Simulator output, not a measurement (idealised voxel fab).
process module | voxel self aligned contacts
cross-section cut | 245 nm wide | cells 5 nm
A cross-section is a grid of square cells, given in bands from the top down. A band is one or more rows of cells.
Each band's line starts with the height of the band's top and of its bottom, in nm. Then come its materials from left to right, each with its width in nm. One material with "throughout" fills the band from edge to edge. "air" is empty space.
Height 0 is the level under which the wafer as received is all one material. The lowest band goes on downwards, as in "0 down".
A width such as "30 to 40" changes by the same amount from each row of cells to the next, from the band's top row to its bottom row.
"no change" after a step means that no cell of the cross-section changed.
closed voids: empty space of 8 cells or more with no open way to the top, each as width x height at its distance from the left edge, in nm
after a step's settings: what the simulator itself notes on the step
overlay nm, on a step with a mask: how far to the right of its planned place the mask lay; to the left if negative
plan
1 op RECEIVE | material Si
2 op OXIDIZE | depth nm 5
3 op DIRECTIONAL_DEP | material polySi | thk nm 30
4 op DIRECTIONAL_DEP | material SiN | thk nm 25
5 op DIRECTIONAL_DEP | material aC | thk nm 10
6 op PATTERN | tone cover | mask id GATE | material resist | width nm 25 | pitch nm 65 | thk nm 25 | overlay nm 0
7 op DIRECTIONAL_ETCH | etch materials aC | depth nm 10
8 op STRIP | etch materials resist
9 op DIRECTIONAL_ETCH | etch materials SiN | depth nm 25
10 op DIRECTIONAL_ETCH | etch materials polySi | depth nm 30
11 op STRIP | etch materials aC
12 op CONFORMAL_DEP | material SiN | thk nm 10
13 op DIRECTIONAL_ETCH | etch materials SiN | depth nm 10
14 op FILL_DEP | material SiO2 | thk nm 20
15 op CMP | height nm 65
16 op PATTERN | tone open | mask id CONTACT | material resist | width nm 50 | thk nm 15 | overlay nm 0
17 op DIRECTIONAL_ETCH | etch materials SiO2 | depth nm 70
18 op STRIP | etch materials resist
19 op CONFORMAL_DEP | material TiN | thk nm 5
20 op FILL_DEP | material W | thk nm 5
21 op CMP | height nm 65
22 op CONFORMAL_DEP | material SiN | thk nm 5
first wafer, as planned
as received, after step 1
  0 down: Si throughout
  closed voids: none
after step 2
  0 to -5: SiO2 throughout
  below -5: unchanged
after step 3
  30 to 0: polySi throughout
  below 0: unchanged
after step 4
  55 to 30: SiN throughout
  below 30: unchanged
after step 5
  65 to 55: aC throughout
  below 55: unchanged
after step 6
  90 to 65: air 75 | resist 25 | air 40 | resist 25 | air 80
  below 65: unchanged
after step 7
  80 to 65: air 75 | resist 25 | air 40 | resist 25 | air 80
  65 to 55: air 75 | aC 25 | air 40 | aC 25 | air 80
  below 55: unchanged
after step 8
  65 to 55: air 75 | aC 25 | air 40 | aC 25 | air 80
  below 55: unchanged
after step 9
  65 to 55: air 75 | aC 25 | air 40 | aC 25 | air 80
  55 to 30: air 75 | SiN 25 | air 40 | SiN 25 | air 80
  below 30: unchanged
after step 10
  65 to 55: air 75 | aC 25 | air 40 | aC 25 | air 80
  55 to 30: air 75 | SiN 25 | air 40 | SiN 25 | air 80
  30 to 0: air 75 | polySi 25 | air 40 | polySi 25 | air 80
  below 0: unchanged
after step 11
  55 to 30: air 75 | SiN 25 | air 40 | SiN 25 | air 80
  below 30: unchanged
after step 12
  65 to 30: air 65 | SiN 45 | air 20 | SiN 45 | air 70
  30 to 10: air 65 | SiN 10 | polySi 25 | SiN 10 | air 20 | SiN 10 | polySi 25 | SiN 10 | air 70
  10 to 0: SiN 75 | polySi 25 | SiN 40 | polySi 25 | SiN 80
  below 0: unchanged
after step 13
  55 to 30: air 65 | SiN 45 | air 20 | SiN 45 | air 70
  30 to 0: air 65 | SiN 10 | polySi 25 | SiN 10 | air 20 | SiN 10 | polySi 25 | SiN 10 | air 70
  below 0: unchanged
after step 14
  75 to 55: SiO2 throughout
  55 to 30: SiO2 65 | SiN 45 | SiO2 20 | SiN 45 | SiO2 70
  30 to 0: SiO2 65 | SiN 10 | polySi 25 | SiN 10 | SiO2 20 | SiN 10 | polySi 25 | SiN 10 | SiO2 70
  below 0: unchanged
after step 15
  65 to 55: SiO2 throughout
  below 55: unchanged
after step 16
  80 to 65: resist 95 | air 50 | resist 100
  below 65: unchanged
after step 17
  80 to 65: resist 95 | air 50 | resist 100
  65 to 55: SiO2 95 | air 50 | SiO2 100
  55 to 30: SiO2 65 | SiN 45 | air 20 | SiN 45 | SiO2 70
  30 to 0: SiO2 65 | SiN 10 | polySi 25 | SiN 10 | air 20 | SiN 10 | polySi 25 | SiN 10 | SiO2 70
  0 to -5: SiO2 110 | air 20 | SiO2 115
  below -5: unchanged
after step 18
  65 to 55: SiO2 95 | air 50 | SiO2 100
  below 55: unchanged
after step 19
  70 to 65: TiN 100 | air 40 | TiN 105
  65 to 55: SiO2 95 | TiN 5 to 20 | air 40 to 10 | TiN 5 to 20 | SiO2 100
  55 to 30: SiO2 65 | SiN 45 | TiN 5 | air 10 | TiN 5 | SiN 45 | SiO2 70
  30 to 0: SiO2 65 | SiN 10 | polySi 25 | SiN 10 | TiN 5 | air 10 | TiN 5 | SiN 10 | polySi 25 | SiN 10 | SiO2 70
  0 to -5: SiO2 110 | TiN 20 | SiO2 115
  below -5: unchanged
after step 20
  75 to 70: W throughout
  70 to 65: TiN 100 | W 40 | TiN 105
  65 to 55: SiO2 95 | TiN 5 to 20 | W 40 to 10 | TiN 5 to 20 | SiO2 100
  55 to 30: SiO2 65 | SiN 45 | TiN 5 | W 10 | TiN 5 | SiN 45 | SiO2 70
  30 to 0: SiO2 65 | SiN 10 | polySi 25 | SiN 10 | TiN 5 | W 10 | TiN 5 | SiN 10 | polySi 25 | SiN 10 | SiO2 70
  below 0: unchanged
after step 21
  65 to 55: SiO2 95 | TiN 5 to 20 | W 40 to 10 | TiN 5 to 20 | SiO2 100
  below 55: unchanged
after step 22
  70 to 65: SiN throughout
  below 65: unchanged
second wafer: like start, like plan, one mistake. Through step 11 it matches the first wafer
when step 12 should have ended
  45 to 30: air 75 | SiN 25 | air 40 | SiN 25 | air 80
  below 30: unchanged
when step 13 should have ended
  55 to 30: air 65 | SiN 45 | air 20 | SiN 45 | air 70
  30 to 10: air 65 | SiN 10 | polySi 25 | SiN 10 | air 20 | SiN 10 | polySi 25 | SiN 10 | air 70
  10 to 0: SiN 75 | polySi 25 | SiN 40 | polySi 25 | SiN 80
  below 0: unchanged
when step 14 should have ended
  75 to 55: SiO2 throughout
  55 to 30: SiO2 65 | SiN 45 | SiO2 20 | SiN 45 | SiO2 70
  30 to 10: SiO2 65 | SiN 10 | polySi 25 | SiN 10 | SiO2 20 | SiN 10 | polySi 25 | SiN 10 | SiO2 70
  below 10: unchanged
when step 15 should have ended
  65 to 55: SiO2 throughout
  below 55: unchanged
when step 16 should have ended
  80 to 65: resist 95 | air 50 | resist 100
  below 65: unchanged
when step 17 should have ended
  80 to 65: resist 95 | air 50 | resist 100
  65 to 55: SiO2 95 | air 50 | SiO2 100
  55 to 30: SiO2 65 | SiN 45 | air 20 | SiN 45 | SiO2 70
  30 to 10: SiO2 65 | SiN 10 | polySi 25 | SiN 10 | air 20 | SiN 10 | polySi 25 | SiN 10 | SiO2 70
  below 10: unchanged
when step 18 should have ended
  65 to 55: SiO2 95 | air 50 | SiO2 100
  below 55: unchanged
when step 19 should have ended
  70 to 65: TiN 100 | air 40 | TiN 105
  65 to 55: SiO2 95 | TiN 5 to 20 | air 40 to 10 | TiN 5 to 20 | SiO2 100
  55 to 30: SiO2 65 | SiN 45 | TiN 5 | air 10 | TiN 5 | SiN 45 | SiO2 70
  30 to 15: SiO2 65 | SiN 10 | polySi 25 | SiN 10 | TiN 5 | air 10 | TiN 5 | SiN 10 | polySi 25 | SiN 10 | SiO2 70
  15 to 10: SiO2 65 | SiN 10 | polySi 25 | SiN 10 | TiN 20 | SiN 10 | polySi 25 | SiN 10 | SiO2 70
  below 10: unchanged
when step 20 should have ended
  75 to 70: W throughout
  70 to 65: TiN 100 | W 40 | TiN 105
  65 to 55: SiO2 95 | TiN 5 to 20 | W 40 to 10 | TiN 5 to 20 | SiO2 100
  55 to 30: SiO2 65 | SiN 45 | TiN 5 | W 10 | TiN 5 | SiN 45 | SiO2 70
  30 to 15: SiO2 65 | SiN 10 | polySi 25 | SiN 10 | TiN 5 | W 10 | TiN 5 | SiN 10 | polySi 25 | SiN 10 | SiO2 70
  below 15: unchanged
when step 21 should have ended
  65 to 55: SiO2 95 | TiN 5 to 20 | W 40 to 10 | TiN 5 to 20 | SiO2 100
  below 55: unchanged
when step 22 should have ended
  70 to 65: SiN throughout
  below 65: unchanged
what went wrong: steps 12 and 13 were swapped
at the end the second wafer has, in cells: 62 more of SiN | 50 fewer of SiO2 | 6 fewer of TiN | 6 fewer of W
